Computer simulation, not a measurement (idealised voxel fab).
The process module that follows is named voxel ribs on slabs.
The cross-section on display is named cut; it measures 240 nm wide, and its cells are 5 nm squares.
We lay out every cross-section as a grid of square cells and spell it out in bands from the top down, where one band means one or more rows of cells. What a band's entry tells you: where the top is and where the bottom is, as heights in nm, and after that what lies inside, material by material from left to right, each with its width in nm. Empty space is written as the word "empty", and a single material marked with the word "all across" occupies the band from edge to edge. Height 0 is the level under which the wafer as received is all one material. The lowest band goes on downwards, as in "0 -> down". With a width like "30..40", each row of cells in the band differs from the next by the same amount, the top row carrying the first number and the bottom row the second. Take "identical to before" at face value: in the step it is given for, the cross-section changed in none of its cells. Closed empty spaces (no open way to the top) of 8 cells or more are what "Closed void catalog" lists, each as width x height at distance from the left edge, nm for all three. On each step's line, the part that comes after the settings is the simulator's own comment on the step. A step line may carry the setting "overlay nm", which, for steps involving a mask, states the distance by which the mask lay to the right of its intended position; negative values denote displacement to the left.

**Steps planned for the process**
1) RECEIVE | material Si
2) DIRECTIONAL_DEP | material SiO2 | thk nm 25
3) DIRECTIONAL_DEP | material polySi | thk nm 20
4) PATTERN | tone cover | mask id RIB | material resist | width nm 25 | thk nm 15 | overlay nm 0
5) DIRECTIONAL_ETCH | etch materials polySi | depth nm 5
6) STRIP | etch materials resist
7) PATTERN | tone cover | mask id SLAB | material resist | width nm 75 | thk nm 20 | overlay nm 0
8) DIRECTIONAL_ETCH | etch materials polySi | depth nm 15
9) STRIP | etch materials resist
10) FILL_DEP | material SiO2 | thk nm 25
11) CMP | height nm 65
12) DIRECTIONAL_DEP | material TiN | thk nm 10
13) MASKED_ETCH | tone cover | mask id HEATER | width nm 35 | etch materials TiN | depth nm 10 | overlay nm 0
14) CONFORMAL_DEP | material SiO2 | thk nm 5

**Cross-section of the wafer as it came to us, i.e., already through step 1**
- 0 -> down = Si all across
- Closed void catalog: none

**Wafer at module end, in section. Began as above, planned as above, run with one mistake**
- 80 -> 75 = empty (95) | SiO2 (45) | empty (100)
- 75 -> 70 = empty (95) | SiO2 (5) | TiN (35) | SiO2 (5) | empty (100)
- 70 -> 65 = SiO2 (100) | TiN (35) | SiO2 (105)
- 65 -> 20 = SiO2 all across
- 20 -> 0 = polySi all across
- 0 -> down = Si all across
- Closed void catalog: none
Deviation noted in wafer processing: the executed order of steps 2 and 3 is the reverse of that specified in the plan, each step having taken the other's position
